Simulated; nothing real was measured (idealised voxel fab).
You're looking at the process module voxel self aligned contacts.
Cross-section cut: width 285 nm, square cells of 5 nm.
Reading order for cross-sections: top band down to bottom band. Underlying form: a grid of square cells. Band size: one or more rows of cells. For a band, the entry starts with two heights in nm, that of the top and then that of the bottom, and carries on with the band's materials in order from left to right, each alongside its width in nm; the word "edge to edge" beside a single material means it fills the band edge to edge, and "air" means empty space. Below 0: as-received wafer, all one material; heights counted from there. Lowest band: no bottom, goes on down, written "0..down". Width "30..40": first value at the band's top row of cells, second value at its bottom row, equal change from row to row. For the purposes of this document, the phrase "no alteration" attached to a step denotes that no cell within the cross-section was modified by that step. "Sealed void listing" enumerates empty spaces isolated from the top, with no open way to it, that contain at least 8 cells, giving each as width x height at distance from the left edge, all three in nm. after a step's settings: what the simulator itself notes on the step. For masked steps, "overlay nm" on the step line gives how far right of plan the mask actually lay; a minus sign means it lay to the left.
### Below is the list of planned process steps
1: RECEIVE, material Si
2: OXIDIZE, depth nm 5
3: DIRECTIONAL_DEP, material polySi, thk nm 20
4: DIRECTIONAL_DEP, material SiN, thk nm 20
5: MASKED_ETCH, tone cover, mask id GATE, width nm 35, pitch nm 80, etch materials SiN, depth nm 20, overlay nm 0
6: MASKED_ETCH, tone cover, mask id GATE, width nm 35, pitch nm 80, etch materials polySi, depth nm 20, overlay nm 0
7: CONFORMAL_DEP, material SiN, thk nm 10
8: DIRECTIONAL_ETCH, etch materials SiN, depth nm 10
9: FILL_DEP, material SiO2, thk nm 15
10: CMP, height nm 45
11: PATTERN, tone open, mask id CONTACT, material resist, width nm 65, thk nm 20, overlay nm 0
12: DIRECTIONAL_ETCH, etch materials SiO2, depth nm 50
13: STRIP, etch materials resist
14: CONFORMAL_DEP, material TiN, thk nm 5
15: FILL_DEP, material Ru, thk nm 10
16: CMP, height nm 45
17: CONFORMAL_DEP, material SiCN, thk nm 5
### Cross-section of the wafer at receipt, which is the condition after step 1
  0..down  Si edge to edge
  Sealed void listing: none
### Cross-section, first of two wafers, end of module, run as planned
  50..45  SiCN edge to edge
  45..40  SiO2 (110) / TiN (25) / Ru (15) / TiN (25) / SiO2 (110)
  40..20  SiO2 (75) / SiN (55) / TiN (5) / Ru (15) / TiN (5) / SiN (55) / SiO2 (75)
  20..0  SiO2 (75) / SiN (10) / polySi (35) / SiN (10) / TiN (5) / Ru (15) / TiN (5) / SiN (10) / polySi (35) / SiN (10) / SiO2 (75)
  0..-5  SiO2 (130) / TiN (25) / SiO2 (130)
  -5..down  Si edge to edge
  Sealed void listing: none
### This is the second of the two wafers, cross-sectioned at the end of the module; it started exactly like the first and was given the same plan, but it was run with one mistake
  50..45  SiCN edge to edge
  45..40  Ru (70) / TiN (40) / SiO2 (65) / TiN (40) / Ru (70)
  40..20  Ru (70) / TiN (5) / SiN (55) / SiO2 (25) / SiN (55) / TiN (5) / Ru (70)
  20..0  Ru (70) / TiN (5) / SiN (10) / polySi (35) / SiN (10) / SiO2 (25) / SiN (10) / polySi (35) / SiN (10) / TiN (5) / Ru (70)
  0..-5  TiN (75) / SiO2 (135) / TiN (75)
  -5..down  Si edge to edge
  Sealed void listing: none
Where did the run depart from the plan? it should be noted that step 11 was executed with settings other than those planned, the operation and settings actually applied being PATTERN, tone cover, mask id CONTACT, material resist, width nm 65, thk nm 20, overlay nm 0
It is noted that, at the conclusion of processing, the second wafer exhibits a higher or lower cell count for certain materials relative to the first: Ru: 225 more | SiO2: 256 fewer | TiN: 31 more
